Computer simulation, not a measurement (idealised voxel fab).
process module | voxel gate over fins
cross-section cut | 145 nm wide | cells 5 nm
A cross-section is a grid of square cells, given in bands from the top down. A band is one or more rows of cells.
Each band's line starts with the height of the band's top and of its bottom, in nm. Then come its materials from left to right, each with its width in nm. One material with "throughout" fills the band from edge to edge. "air" is empty space.
Height 0 is the level under which the wafer as received is all one material. The lowest band goes on downwards, as in "0 down".
A width such as "30 to 40" changes by the same amount from each row of cells to the next, from the band's top row to its bottom row.
"no change" after a step means that no cell of the cross-section changed.
closed voids: empty space of 8 cells or more with no open way to the top, each as width x height at its distance from the left edge, in nm
after a step's settings: what the simulator itself notes on the step
overlay nm, on a step with a mask: how far to the right of its planned place the mask lay; to the left if negative
plan
1 op RECEIVE | material Si
2 op CONFORMAL_DEP | material SiN | thk nm 10
3 op MASKED_ETCH | tone cover | mask id FINS | width nm 15 | pitch nm 45 | etch materials SiN | depth nm 10 | overlay nm 0
4 op MASKED_ETCH | tone cover | mask id FINS | width nm 15 | pitch nm 45 | etch materials Si | depth nm 35 | overlay nm 0
5 op OXIDIZE | depth nm 5
6 op FILL_DEP | material SiO2 | thk nm 10
7 op CMP | height nm 10
8 op SELECTIVE_ETCH | etch materials SiO2 | depth nm 25
9 op STRIP | etch materials SiN
10 op CONFORMAL_DEP | material HfO2 | thk nm 5
11 op CONFORMAL_DEP | material TiN | thk nm 5
12 op CONFORMAL_DEP | material TiAl | thk nm 5
13 op CONFORMAL_DEP | material TiN | thk nm 5
14 op FILL_DEP | material W | thk nm 10
15 op CMP | height nm 25
16 op CONFORMAL_DEP | material SiCN | thk nm 10
as received, after step 1
  0 down: Si throughout
  closed voids: none
a wafer at the end: this start, this plan, one mistake
  35 to 25: SiO2 throughout
  25 to 20: W throughout
  20 to 15: W 5 | TiN 135 | W 5
  15 to 10: W 5 | TiN 5 | TiAl 35 | TiN 10 | TiAl 35 | TiN 10 | TiAl 35 | TiN 5 | W 5
  10 to 5: W 5 | TiN 5 | TiAl 5 | TiN 25 | TiAl 5 | TiN 10 | TiAl 5 | TiN 25 | TiAl 5 | TiN 10 | TiAl 5 | TiN 25 | TiAl 5 | TiN 5 | W 5
  5 to 0: TiN 10 | TiAl 5 | TiN 5 | HfO2 15 | TiN 5 | TiAl 5 | TiN 10 | TiAl 5 | TiN 5 | HfO2 15 | TiN 5 | TiAl 5 | TiN 10 | TiAl 5 | TiN 5 | HfO2 15 | TiN 5 | TiAl 5 | TiN 10
  0 to -5: TiAl 15 | TiN 5 | HfO2 5 | Si 5 | HfO2 5 | TiN 5 | TiAl 20 | TiN 5 | HfO2 5 | Si 5 | HfO2 5 | TiN 5 | TiAl 20 | TiN 5 | HfO2 5 | Si 5 | HfO2 5 | TiN 5 | TiAl 15
  -5 to -10: TiN 20 | HfO2 5 | Si 5 | HfO2 5 | TiN 30 | HfO2 5 | Si 5 | HfO2 5 | TiN 30 | HfO2 5 | Si 5 | HfO2 5 | TiN 20
  -10 to -15: HfO2 25 | Si 5 | HfO2 40 | Si 5 | HfO2 40 | Si 5 | HfO2 25
  -15 to -40: SiO2 25 | Si 5 | SiO2 40 | Si 5 | SiO2 40 | Si 5 | SiO2 25
  -40 down: Si throughout
  closed voids: none
what went wrong: step 16 ran as: op CONFORMAL_DEP | material SiO2 | thk nm 10
